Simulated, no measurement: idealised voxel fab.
This is a process module. Its name is voxel ribs on slabs.
Cross-section cut: width 295 nm, square cells of 5 nm.
Cross-sections here: square-cell grids, written as top-down lists of bands, a band being one or more rows of cells. Look at the band entry: it leads with the top's height and the bottom's height in nm. Then it lists the materials left to right, with a width in nm for each. The word "throughout" on a single material says that material fills the band edge to edge. The word "blank" is empty space. Heads up on the height convention: 0 is the point under which the incoming wafer is all one material, and the lowest band has no bottom, it just keeps going down, like "z 0 and below". Quick explanation for "30 to 40": the width changes in equal steps down the rows of cells, from the first number in the band's top row to the second number in its bottom row. When a step is marked "nothing got changed", none of the cells in the cross-section changed during that step. The list in "Enclosed void entries" covers empty spaces of 8 cells or more that cannot reach the top through any open way, and it gives each as width x height at distance; the distance is from the left edge, and width, height and distance are in nm. after a step's settings: what the simulator itself notes on the step. overlay nm: mask offset rightward from planned place, masked step; negative means leftward offset.
# Process steps - plan
1. RECEIVE with material Si
2. DIRECTIONAL_DEP with material SiO2, thk nm 30
3. DIRECTIONAL_DEP with material SiN, thk nm 15
4. PATTERN with tone cover, mask id RIB, material resist, width nm 15, thk nm 20, overlay nm 0
5. DIRECTIONAL_ETCH with etch materials SiN, depth nm 10
6. STRIP with etch materials resist
7. MASKED_ETCH with tone cover, mask id SLAB, width nm 75, etch materials SiN, depth nm 5, overlay nm 0
8. FILL_DEP with material SiO2, thk nm 25
9. CMP with height nm 65
10. DIRECTIONAL_DEP with material W, thk nm 10
11. DIRECTIONAL_DEP with material aC, thk nm 15
12. PATTERN with tone cover, mask id HEATER, material resist, width nm 25, thk nm 35, overlay nm 0
13. DIRECTIONAL_ETCH with etch materials aC, depth nm 15
14. STRIP with etch materials resist
15. DIRECTIONAL_ETCH with etch materials W, depth nm 10
16. STRIP with etch materials aC
17. CONFORMAL_DEP with material SiO2, thk nm 5
# The first of a set of two wafers, run to plan
# Incoming wafer in cross-section (state: after step 1)
    z 0 and below = Si throughout
    Enclosed void entries: none
# So this is the wafer cross-section right after step 2
    z 30 to 0 = SiO2 throughout
    Everything below 0 is unchanged.
# So this is the wafer cross-section right after step 3
    z 45 to 30 = SiN throughout
    Everything below 30 is unchanged.
# So this is the wafer cross-section right after step 4
    z 65 to 45 = blank 140, then resist 15, then blank 140
    Everything below 45 is unchanged.
# So this is the wafer cross-section right after step 5
    z 65 to 45 = blank 140, then resist 15, then blank 140
    z 45 to 35 = blank 140, then SiN 15, then blank 140
    Everything below 35 is unchanged.
# So this is the wafer cross-section right after step 6
    z 45 to 35 = blank 140, then SiN 15, then blank 140
    Everything below 35 is unchanged.
# So this is the wafer cross-section right after step 7
    z 45 to 35 = blank 140, then SiN 15, then blank 140
    z 35 to 30 = blank 110, then SiN 75, then blank 110
    Everything below 30 is unchanged.
# So this is the wafer cross-section right after step 8
    z 70 to 45 = SiO2 throughout
    z 45 to 35 = SiO2 140, then SiN 15, then SiO2 140
    z 35 to 30 = SiO2 110, then SiN 75, then SiO2 110
    Everything below 30 is unchanged.
# So this is the wafer cross-section right after step 9
    z 65 to 45 = SiO2 throughout
    Everything below 45 is unchanged.
# So this is the wafer cross-section right after step 10
    z 75 to 65 = W throughout
    Everything below 65 is unchanged.
# So this is the wafer cross-section right after step 11
    z 90 to 75 = aC throughout
    Everything below 75 is unchanged.
# So this is the wafer cross-section right after step 12
    z 125 to 90 = blank 135, then resist 25, then blank 135
    Everything below 90 is unchanged.
# So this is the wafer cross-section right after step 13
    z 110 to 90 = blank 135, then resist 25, then blank 135
    z 90 to 75 = blank 135, then aC 25, then blank 135
    Everything below 75 is unchanged.
# So this is the wafer cross-section right after step 14
    z 90 to 75 = blank 135, then aC 25, then blank 135
    Everything below 75 is unchanged.
# So this is the wafer cross-section right after step 15
    z 90 to 75 = blank 135, then aC 25, then blank 135
    z 75 to 65 = blank 135, then W 25, then blank 135
    Everything below 65 is unchanged.
# So this is the wafer cross-section right after step 16
    z 75 to 65 = blank 135, then W 25, then blank 135
    Everything below 65 is unchanged.
# So this is the wafer cross-section right after step 17
    z 80 to 75 = blank 130, then SiO2 35, then blank 130
    z 75 to 70 = blank 130, then SiO2 5, then W 25, then SiO2 5, then blank 130
    z 70 to 65 = SiO2 135, then W 25, then SiO2 135
    Everything below 65 is unchanged.
# Wafer two of the pair: same origin, same plan, one error during the run; identical to wafer one up to and including step 14
# Here is the second wafer in cross-section at the point where step 15 of the plan should have been done
    z 90 to 75 = blank 135, then aC 25, then blank 135
    z 75 to 70 = blank 135, then W 25, then blank 135
    Everything below 70 is unchanged.
# Here is the second wafer in cross-section at the point where step 16 of the plan should have been done
    z 75 to 70 = blank 135, then W 25, then blank 135
    Everything below 70 is unchanged.
# Here is the second wafer in cross-section at the point where step 17 of the plan should have been done
    z 80 to 75 = blank 130, then SiO2 35, then blank 130
    z 75 to 70 = SiO2 135, then W 25, then SiO2 135
    Everything below 70 is unchanged.
So what did we get wrong on this run? step 15 ran differently from the plan; actual operation with settings: DIRECTIONAL_ETCH with etch materials W, depth nm 5
In the final state, the cell counts of the second wafer exceed or fall short of those of the first for the following materials: -2 SiO2 | +54 W
